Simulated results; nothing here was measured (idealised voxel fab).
Proc. module: voxel capacitor over wiring
This is section cut - it's 155 nm across, gridded in 5 nm square cells.
Cross-sections here: square-cell grids, written as top-down lists of bands, a band being one or more rows of cells.
Per band: top height and bottom height in nm, followed by the left-to-right materials and their widths in nm; "everywhere" marks a single material spanning edge to edge, "empty" marks empty space.
Height datum 0, below which the as-received substrate wafer is one material. Lowest band open at the bottom, running downward: "0 -> down".
Graded width ("30..40"): value in top row of band = first number; value in bottom row = second number; row-to-row change constant.
Key: "no modification" - step with no changed cell in the cross-section.
Under "Completely enclosed voids" you'll find the enclosed gaps, the ones with no way out to the top, that are 8 cells or bigger; each reads width x height at distance, with distance counted from the left edge, everything in nm.
Formally, on a step line, whatever follows the settings is a remark that the simulator itself makes on the step.
Each step line may optionally specify "overlay nm", which for a step with a mask gives the rightward distance between the mask's planned place and where it lay, a negative value indicating the leftward direction.

## List of planned process steps
1. RECEIVE | material Si
2. CONFORMAL_DEP | material SiO2 | thk nm 10
3. CONFORMAL_DEP | material SiCN | thk nm 5
4. DIRECTIONAL_DEP | material SiO2 | thk nm 20
5. DIRECTIONAL_DEP | material aC | thk nm 15
6. PATTERN | tone open | mask id METAL_1 | material resist | width nm 30 | pitch nm 90 | thk nm 35 | overlay nm 0
7. DIRECTIONAL_ETCH | etch materials aC | depth nm 15
8. STRIP | etch materials resist
9. DIRECTIONAL_ETCH | etch materials SiO2 | depth nm 20
10. DIRECTIONAL_ETCH | etch materials SiCN | depth nm 5
11. STRIP | etch materials aC
12. CONFORMAL_DEP | material TiN | thk nm 5
13. FILL_DEP | material Ru | thk nm 10
14. CMP | height nm 35
15. CONFORMAL_DEP | material SiCN | thk nm 5
16. DIRECTIONAL_DEP | material SiO2 | thk nm 20
17. PATTERN | tone open | mask id PLUG_1 | material resist | width nm 15 | thk nm 20 | overlay nm 0
18. DIRECTIONAL_ETCH | etch materials SiO2 | depth nm 20
19. DIRECTIONAL_ETCH | etch materials SiCN | depth nm 5
20. STRIP | etch materials resist
21. EPI | material Ru | thk nm 10
22. EPI | material Ru | thk nm 10
23. EPI | material Ru | thk nm 5
24. DIRECTIONAL_DEP | material TiN | thk nm 10
25. DIRECTIONAL_DEP | material Al2O3 | thk nm 5
26. DIRECTIONAL_DEP | material TiN | thk nm 10
27. DIRECTIONAL_DEP | material aC | thk nm 15
28. PATTERN | tone cover | mask id UPPER_PLATE | material resist | width nm 65 | thk nm 30 | overlay nm 0
29. DIRECTIONAL_ETCH | etch materials aC | depth nm 15
30. STRIP | etch materials resist
31. DIRECTIONAL_ETCH | etch materials TiN | depth nm 10
32. DIRECTIONAL_ETCH | etch materials Al2O3 | depth nm 5
33. STRIP | etch materials aC
34. DIRECTIONAL_DEP | material aC | thk nm 10
35. PATTERN | tone cover | mask id LOWER_PLATE | material resist | width nm 75 | thk nm 30 | overlay nm 0
36. DIRECTIONAL_ETCH | etch materials aC | depth nm 10
37. STRIP | etch materials resist
38. DIRECTIONAL_ETCH | etch materials TiN | depth nm 10
39. STRIP | etch materials aC
40. FILL_DEP | material SiO2 | thk nm 15
41. CMP | height nm 95
42. DIRECTIONAL_DEP | material aC | thk nm 15
43. PATTERN | tone open | mask id PLUG_2 | material resist | width nm 15 | thk nm 35 | overlay nm 0
44. DIRECTIONAL_ETCH | etch materials aC | depth nm 15
45. STRIP | etch materials resist
46. DIRECTIONAL_ETCH | etch materials SiO2 | depth nm 10
47. STRIP | etch materials aC
48. CONFORMAL_DEP | material TiN | thk nm 5
49. FILL_DEP | material Ru | thk nm 10
50. CMP | height nm 95
51. CONFORMAL_DEP | material SiN | thk nm 5

## The first of the two wafers, which ran as planned

## Cross-sectional view of the wafer in its as-received condition, corresponding to the state after step 1
0 -> down = Si everywhere
Completely enclosed voids: none

## Cross-section of the wafer subsequent to step 2
10 -> 0 = SiO2 everywhere
below 0: unchanged

## Cross-section of the wafer subsequent to step 3
15 -> 10 = SiCN everywhere
below 10: unchanged

## Cross-section of the wafer subsequent to step 4
35 -> 15 = SiO2 everywhere
below 15: unchanged

## Cross-section of the wafer subsequent to step 5
50 -> 35 = aC everywhere
below 35: unchanged

## Cross-section of the wafer subsequent to step 6
85 -> 50 = 15 resist  30 empty  60 resist  30 empty  20 resist
below 50: unchanged

## Cross-section of the wafer subsequent to step 7
70 -> 50 = 15 resist  30 empty  60 resist  30 empty  20 resist
50 -> 35 = 15 aC  30 empty  60 aC  30 empty  20 aC
below 35: unchanged

## Cross-section of the wafer subsequent to step 8
50 -> 35 = 15 aC  30 empty  60 aC  30 empty  20 aC
below 35: unchanged

## Cross-section of the wafer subsequent to step 9
50 -> 35 = 15 aC  30 empty  60 aC  30 empty  20 aC
35 -> 15 = 15 SiO2  30 empty  60 SiO2  30 empty  20 SiO2
below 15: unchanged

## Cross-section of the wafer subsequent to step 10
50 -> 35 = 15 aC  30 empty  60 aC  30 empty  20 aC
35 -> 15 = 15 SiO2  30 empty  60 SiO2  30 empty  20 SiO2
15 -> 10 = 15 SiCN  30 empty  60 SiCN  30 empty  20 SiCN
below 10: unchanged

## Cross-section of the wafer subsequent to step 11
35 -> 15 = 15 SiO2  30 empty  60 SiO2  30 empty  20 SiO2
below 15: unchanged

## Cross-section of the wafer subsequent to step 12
40 -> 35 = 20 TiN  20 empty  70 TiN  20 empty  25 TiN
35 -> 15 = 15 SiO2  5 TiN  20 empty  5 TiN  60 SiO2  5 TiN  20 empty  5 TiN  20 SiO2
15 -> 10 = 15 SiCN  30 TiN  60 SiCN  30 TiN  20 SiCN
below 10: unchanged

## Cross-section of the wafer subsequent to step 13
50 -> 40 = Ru everywhere
40 -> 35 = 20 TiN  20 Ru  70 TiN  20 Ru  25 TiN
35 -> 15 = 15 SiO2  5 TiN  20 Ru  5 TiN  60 SiO2  5 TiN  20 Ru  5 TiN  20 SiO2
below 15: unchanged

## Cross-section of the wafer subsequent to step 14
35 -> 15 = 15 SiO2  5 TiN  20 Ru  5 TiN  60 SiO2  5 TiN  20 Ru  5 TiN  20 SiO2
below 15: unchanged

## Cross-section of the wafer subsequent to step 15
40 -> 35 = SiCN everywhere
below 35: unchanged

## Cross-section of the wafer subsequent to step 16
60 -> 40 = SiO2 everywhere
below 40: unchanged

## Cross-section of the wafer subsequent to step 17
80 -> 60 = 30 resist  15 empty  110 resist
below 60: unchanged

## Cross-section of the wafer subsequent to step 18
80 -> 60 = 30 resist  15 empty  110 resist
60 -> 40 = 30 SiO2  15 empty  110 SiO2
below 40: unchanged

## Cross-section of the wafer subsequent to step 19
80 -> 60 = 30 resist  15 empty  110 resist
60 -> 40 = 30 SiO2  15 empty  110 SiO2
40 -> 35 = 30 SiCN  15 empty  110 SiCN
below 35: unchanged

## Cross-section of the wafer subsequent to step 20
60 -> 40 = 30 SiO2  15 empty  110 SiO2
below 40: unchanged

## Cross-section of the wafer subsequent to step 21
60 -> 45 = 30 SiO2  15 empty  110 SiO2
45 -> 40 = 30 SiO2  15 Ru  110 SiO2
40 -> 35 = 30 SiCN  15 Ru  110 SiCN
below 35: unchanged

## Cross-section of the wafer subsequent to step 22
60 -> 55 = 30 SiO2  15 empty  110 SiO2
55 -> 40 = 30 SiO2  15 Ru  110 SiO2
below 40: unchanged

## Cross-section of the wafer subsequent to step 23
60 -> 40 = 30 SiO2  15 Ru  110 SiO2
below 40: unchanged

## Cross-section of the wafer subsequent to step 24
70 -> 60 = TiN everywhere
below 60: unchanged

## Cross-section of the wafer subsequent to step 25
75 -> 70 = Al2O3 everywhere
below 70: unchanged

## Cross-section of the wafer subsequent to step 26
85 -> 75 = TiN everywhere
below 75: unchanged

## Cross-section of the wafer subsequent to step 27
100 -> 85 = aC everywhere
below 85: unchanged

## Cross-section of the wafer subsequent to step 28
130 -> 100 = 30 empty  65 resist  60 empty
below 100: unchanged

## Cross-section of the wafer subsequent to step 29
115 -> 100 = 30 empty  65 resist  60 empty
100 -> 85 = 30 empty  65 aC  60 empty
below 85: unchanged

## Cross-section of the wafer subsequent to step 30
100 -> 85 = 30 empty  65 aC  60 empty
below 85: unchanged

## Cross-section of the wafer subsequent to step 31
100 -> 85 = 30 empty  65 aC  60 empty
85 -> 75 = 30 empty  65 TiN  60 empty
below 75: unchanged

## Cross-section of the wafer subsequent to step 32
100 -> 85 = 30 empty  65 aC  60 empty
85 -> 75 = 30 empty  65 TiN  60 empty
75 -> 70 = 30 empty  65 Al2O3  60 empty
below 70: unchanged

## Cross-section of the wafer subsequent to step 33
85 -> 75 = 30 empty  65 TiN  60 empty
below 75: unchanged

## Cross-section of the wafer subsequent to step 34
95 -> 85 = 30 empty  65 aC  60 empty
85 -> 80 = 30 empty  65 TiN  60 empty
80 -> 75 = 30 aC  65 TiN  60 aC
75 -> 70 = 30 aC  65 Al2O3  60 aC
below 70: unchanged

## Cross-section of the wafer subsequent to step 35
125 -> 95 = 25 empty  75 resist  55 empty
95 -> 85 = 25 empty  5 resist  65 aC  5 resist  55 empty
85 -> 80 = 25 empty  5 resist  65 TiN  5 resist  55 empty
below 80: unchanged

## Cross-section of the wafer subsequent to step 36
115 -> 95 = 25 empty  75 resist  55 empty
95 -> 85 = 25 empty  5 resist  65 aC  5 resist  55 empty
85 -> 80 = 25 empty  5 resist  65 TiN  5 resist  55 empty
80 -> 75 = 25 empty  5 aC  65 TiN  5 aC  55 empty
75 -> 70 = 25 empty  5 aC  65 Al2O3  5 aC  55 empty
below 70: unchanged

## Cross-section of the wafer subsequent to step 37
95 -> 85 = 30 empty  65 aC  60 empty
85 -> 80 = 30 empty  65 TiN  60 empty
below 80: unchanged

## Cross-section of the wafer subsequent to step 38
95 -> 85 = 30 empty  65 aC  60 empty
85 -> 80 = 30 empty  65 TiN  60 empty
80 -> 75 = 25 empty  5 aC  65 TiN  5 aC  55 empty
75 -> 70 = 25 empty  5 aC  65 Al2O3  5 aC  55 empty
70 -> 60 = 25 empty  75 TiN  55 empty
below 60: unchanged

## Cross-section of the wafer subsequent to step 39
85 -> 75 = 30 empty  65 TiN  60 empty
75 -> 70 = 30 empty  65 Al2O3  60 empty
below 70: unchanged

## Cross-section of the wafer subsequent to step 40
100 -> 85 = SiO2 everywhere
85 -> 75 = 30 SiO2  65 TiN  60 SiO2
75 -> 70 = 30 SiO2  65 Al2O3  60 SiO2
70 -> 60 = 25 SiO2  75 TiN  55 SiO2
below 60: unchanged

## Cross-section of the wafer subsequent to step 41
95 -> 85 = SiO2 everywhere
below 85: unchanged

## Cross-section of the wafer subsequent to step 42
110 -> 95 = aC everywhere
below 95: unchanged

## Cross-section of the wafer subsequent to step 43
145 -> 110 = 40 resist  15 empty  100 resist
below 110: unchanged

## Cross-section of the wafer subsequent to step 44
130 -> 110 = 40 resist  15 empty  100 resist
110 -> 95 = 40 aC  15 empty  100 aC
below 95: unchanged

## Cross-section of the wafer subsequent to step 45
110 -> 95 = 40 aC  15 empty  100 aC
below 95: unchanged

## Cross-section of the wafer subsequent to step 46
110 -> 95 = 40 aC  15 empty  100 aC
95 -> 85 = 40 SiO2  15 empty  100 SiO2
below 85: unchanged

## Cross-section of the wafer subsequent to step 47
95 -> 85 = 40 SiO2  15 empty  100 SiO2
below 85: unchanged

## Cross-section of the wafer subsequent to step 48
100 -> 95 = 45 TiN  5 empty  105 TiN
95 -> 90 = 40 SiO2  5 TiN  5 empty  5 TiN  100 SiO2
90 -> 85 = 40 SiO2  15 TiN  100 SiO2
below 85: unchanged

## Cross-section of the wafer subsequent to step 49
110 -> 100 = Ru everywhere
100 -> 95 = 45 TiN  5 Ru  105 TiN
95 -> 90 = 40 SiO2  5 TiN  5 Ru  5 TiN  100 SiO2
below 90: unchanged

## Cross-section of the wafer subsequent to step 50
95 -> 90 = 40 SiO2  5 TiN  5 Ru  5 TiN  100 SiO2
below 90: unchanged

## Cross-section of the wafer subsequent to step 51
100 -> 95 = SiN everywhere
below 95: unchanged

## Here the second wafer is described. Its start and its plan were those of the first wafer. Its run contained one mistake. Up to and including step 25, it did exactly what the first wafer did

## Second wafer shown in cross-section at the time step 26 was slated to end
90 -> 75 = TiN everywhere
below 75: unchanged

## Second wafer shown in cross-section at the time step 27 was slated to end
105 -> 90 = aC everywhere
below 90: unchanged

## Second wafer shown in cross-section at the time step 28 was slated to end
135 -> 105 = 30 empty  65 resist  60 empty
below 105: unchanged

## Second wafer shown in cross-section at the time step 29 was slated to end
120 -> 105 = 30 empty  65 resist  60 empty
105 -> 90 = 30 empty  65 aC  60 empty
below 90: unchanged

## Second wafer shown in cross-section at the time step 30 was slated to end
105 -> 90 = 30 empty  65 aC  60 empty
below 90: unchanged

## Second wafer shown in cross-section at the time step 31 was slated to end
105 -> 90 = 30 empty  65 aC  60 empty
90 -> 80 = 30 empty  65 TiN  60 empty
below 80: unchanged

Second wafer shown in cross-section at the time step 32 was slated to end: no modification

## Second wafer shown in cross-section at the time step 33 was slated to end
90 -> 80 = 30 empty  65 TiN  60 empty
below 80: unchanged

## Second wafer shown in cross-section at the time step 34 was slated to end
100 -> 90 = 30 empty  65 aC  60 empty
90 -> 80 = 30 aC  65 TiN  60 aC
below 80: unchanged

## Second wafer shown in cross-section at the time step 35 was slated to end
130 -> 100 = 25 empty  75 resist  55 empty
100 -> 90 = 25 empty  5 resist  65 aC  5 resist  55 empty
below 90: unchanged

## Second wafer shown in cross-section at the time step 36 was slated to end
120 -> 100 = 25 empty  75 resist  55 empty
100 -> 90 = 25 empty  5 resist  65 aC  5 resist  55 empty
90 -> 80 = 25 empty  5 aC  65 TiN  5 aC  55 empty
below 80: unchanged

## Second wafer shown in cross-section at the time step 37 was slated to end
100 -> 90 = 30 empty  65 aC  60 empty
below 90: unchanged

## Second wafer shown in cross-section at the time step 38 was slated to end
100 -> 90 = 30 empty  65 aC  60 empty
90 -> 80 = 25 empty  5 aC  65 TiN  5 aC  55 empty
80 -> 75 = 25 empty  75 TiN  55 empty
below 75: unchanged

## Second wafer shown in cross-section at the time step 39 was slated to end
90 -> 80 = 30 empty  65 TiN  60 empty
below 80: unchanged

## Second wafer shown in cross-section at the time step 40 was slated to end
105 -> 90 = SiO2 everywhere
90 -> 80 = 30 SiO2  65 TiN  60 SiO2
80 -> 75 = 25 SiO2  75 TiN  55 SiO2
below 75: unchanged

## Second wafer shown in cross-section at the time step 41 was slated to end
95 -> 90 = SiO2 everywhere
below 90: unchanged

## Second wafer shown in cross-section at the time step 42 was slated to end
110 -> 95 = aC everywhere
below 95: unchanged

## Second wafer shown in cross-section at the time step 43 was slated to end
145 -> 110 = 40 resist  15 empty  100 resist
below 110: unchanged

## Second wafer shown in cross-section at the time step 44 was slated to end
130 -> 110 = 40 resist  15 empty  100 resist
110 -> 95 = 40 aC  15 empty  100 aC
below 95: unchanged

## Second wafer shown in cross-section at the time step 45 was slated to end
110 -> 95 = 40 aC  15 empty  100 aC
below 95: unchanged

## Second wafer shown in cross-section at the time step 46 was slated to end
110 -> 95 = 40 aC  15 empty  100 aC
95 -> 90 = 40 SiO2  15 empty  100 SiO2
below 90: unchanged

## Second wafer shown in cross-section at the time step 47 was slated to end
95 -> 90 = 40 SiO2  15 empty  100 SiO2
below 90: unchanged

## Second wafer shown in cross-section at the time step 48 was slated to end
100 -> 95 = 45 TiN  5 empty  105 TiN
95 -> 90 = 40 SiO2  15 TiN  100 SiO2
below 90: unchanged

## Second wafer shown in cross-section at the time step 49 was slated to end
110 -> 100 = Ru everywhere
100 -> 95 = 45 TiN  5 Ru  105 TiN
below 95: unchanged

## Second wafer shown in cross-section at the time step 50 was slated to end
95 -> 90 = 40 SiO2  15 TiN  100 SiO2
below 90: unchanged

## Second wafer shown in cross-section at the time step 51 was slated to end
100 -> 95 = SiN everywhere
below 95: unchanged
Heads up, the wafer didn't run the way we planned it: so step 26 ended up running with a different setting than we planned, it ran as DIRECTIONAL_DEP | material TiN | thk nm 15
End of process, cell counts, second wafer against first, materials with more or fewer: Al2O3 +18, Ru -1, SiO2 -62, TiN +45
